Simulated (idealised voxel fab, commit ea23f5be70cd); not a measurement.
process module | voxel spacer lines
cross-section cut | 230 nm wide | cells 5 nm
A cross-section is a grid of square cells, given in bands from the top down. A band is one or more rows of cells.
Each band's line starts with the height of the band's top and of its bottom, in nm. Then come its materials from left to right, each with its width in nm. One material with "throughout" fills the band from edge to edge. "air" is empty space.
Height 0 is the level under which the wafer as received is all one material. The lowest band goes on downwards, as in "0 down".
A width such as "30 to 40" changes by the same amount from each row of cells to the next, from the band's top row to its bottom row.
"no change" after a step means that no cell of the cross-section changed.
closed voids: empty space of 8 cells or more with no open way to the top, each as width x height at its distance from the left edge, in nm
after a step's settings: what the simulator itself notes on the step
overlay nm, on a step with a mask: how far to the right of its planned place the mask lay; to the left if negative
plan
1 op RECEIVE | material Si
2 op CONFORMAL_DEP | material Al2O3 | thk nm 10
3 op DIRECTIONAL_DEP | material polySi | thk nm 20
4 op DIRECTIONAL_DEP | material aC | thk nm 30
5 op PATTERN | tone cover | mask id MANDREL | material resist | width nm 15 | pitch nm 70 | thk nm 35 | overlay nm 0
6 op DIRECTIONAL_ETCH | etch materials aC | depth nm 30
7 op STRIP | etch materials resist
8 op CONFORMAL_DEP | material SiO2 | thk nm 15
9 op DIRECTIONAL_ETCH | etch materials SiO2 | depth nm 15
10 op STRIP | etch materials aC
11 op DIRECTIONAL_ETCH | etch materials polySi | depth nm 20
12 op STRIP | etch materials SiO2
13 op FILL_DEP | material SiO2 | thk nm 5
14 op CMP | height nm 30
varied across the wafers: width nm of step 5. The plan shows the first wafer's value. All wafers start alike
first wafer as received, after step 1
  0 down: Si throughout
  closed voids: none
first wafer at the end, after step 14
  30 to 10: SiO2 60 | polySi 15 | SiO2 15 | polySi 15 | SiO2 25 | polySi 15 | SiO2 15 | polySi 15 | SiO2 55
  10 to 0: Al2O3 throughout
  0 down: Si throughout
  closed voids: none
last wafer at the end
  30 to 10: SiO2 50 | polySi 15 | SiO2 35 | polySi 15 | SiO2 5 | polySi 15 | SiO2 35 | polySi 15 | SiO2 45
  10 to 0: Al2O3 throughout
  0 down: Si throughout
  closed voids: none
each wafer at the end: cells of each material gained (+) or lost (-) since it was received, then its closed voids
width nm 15 | +92 Al2O3 | +136 SiO2 | +48 polySi | closed voids: none
width nm 20 | +92 Al2O3 | +136 SiO2 | +48 polySi | closed voids: none
width nm 25 | +92 Al2O3 | +136 SiO2 | +48 polySi | closed voids: none
width nm 30 | +92 Al2O3 | +136 SiO2 | +48 polySi | closed voids: none
width nm 35 | +92 Al2O3 | +136 SiO2 | +48 polySi | closed voids: none
